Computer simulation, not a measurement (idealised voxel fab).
voxel self aligned contacts: a process module
Cross-section cut spans 170 nm and uses square cells 5 nm in size.
Square cells in a grid make up a cross-section in this document, and the grid is given as bands, listed from the top down, each one or more rows of cells.
Heights first: top, then bottom, in nm. Then materials, left to right, each with a width in nm. "throughout" on a single material: fills the band edge to edge. "blank": empty space.
Ref level 0: as-received wafer is one material below here. Bottom band extends down with no lower bound ("0..down").
A width such as "30..40" changes by the same amount from each row of cells to the next, from the band's top row to its bottom row.
"remained unchanged" for a step: no cell of the cross-section changed in that step.
This entry, "Trapped void list", enumerates those empty regions of no fewer than 8 cells that possess no open connection to the top. Each region is reported in the form width x height at distance, the distance being taken from the left edge, with all three quantities expressed in nm.
If you see something after the settings on a step's line, that's the simulator's own remark about that step.
Each step line may optionally specify "overlay nm", which for a step with a mask gives the rightward distance between the mask's planned place and where it lay, a negative value indicating the leftward direction.
Planned process steps
| 1 | RECEIVE [material Si] |
| 2 | CONFORMAL_DEP [material SiO2] [thk nm 5] |
| 3 | DIRECTIONAL_DEP [material polySi] [thk nm 30] |
| 4 | DIRECTIONAL_DEP [material SiN] [thk nm 15] |
| 5 | MASKED_ETCH [tone cover] [mask id GATE] [width nm 25] [pitch nm 50] [etch materials SiN] [depth nm 15] [overlay nm 0] |
| 6 | MASKED_ETCH [tone cover] [mask id GATE] [width nm 25] [pitch nm 50] [etch materials polySi] [depth nm 30] [overlay nm 0] |
| 7 | CONFORMAL_DEP [material SiN] [thk nm 5] |
| 8 | DIRECTIONAL_ETCH [etch materials SiN] [depth nm 5] |
| 9 | FILL_DEP [material SiO2] [thk nm 15] |
| 10 | CMP [height nm 60] |
| 11 | DIRECTIONAL_DEP [material aC] [thk nm 10] |
| 12 | PATTERN [tone open] [mask id CONTACT] [material resist] [width nm 35] [pitch nm 50] [thk nm 30] [overlay nm 0] |
| 13 | DIRECTIONAL_ETCH [etch materials aC] [depth nm 10] |
| 14 | STRIP [etch materials resist] |
| 15 | DIRECTIONAL_ETCH [etch materials SiO2] [depth nm 60] |
| 16 | STRIP [etch materials aC] |
| 17 | CONFORMAL_DEP [material TiN] [thk nm 5] |
| 18 | FILL_DEP [material Ru] [thk nm 5] |
| 19 | CMP [height nm 60] |
| 20 | CONFORMAL_DEP [material SiCN] [thk nm 5] |
Delivered wafer in cross-section: state after step 1
> 0..down  Si throughout
> Trapped void list: none
Final cross-section, module run with one mistake (start and plan as above)
> 55..50  SiCN throughout
> 50..35  SiO2 15 nm; SiN 35 nm; TiN 5 nm; Ru 5 nm; TiN 5 nm; SiN 35 nm; TiN 5 nm; Ru 5 nm; TiN 5 nm; SiN 35 nm; SiO2 20 nm
> 35..5  SiO2 15 nm; SiN 5 nm; polySi 25 nm; SiN 5 nm; TiN 5 nm; Ru 5 nm; TiN 5 nm; SiN 5 nm; polySi 25 nm; SiN 5 nm; TiN 5 nm; Ru 5 nm; TiN 5 nm; SiN 5 nm; polySi 25 nm; SiN 5 nm; SiO2 20 nm
> 5..0  SiO2 50 nm; TiN 15 nm; SiO2 35 nm; TiN 15 nm; SiO2 55 nm
> 0..down  Si throughout
> Trapped void list: none
It is concluded that the wafer was processed incorrectly with respect to the plan, in that step 19 was run on a setting that differed from the plan, and what really ran there is CMP [height nm 50]
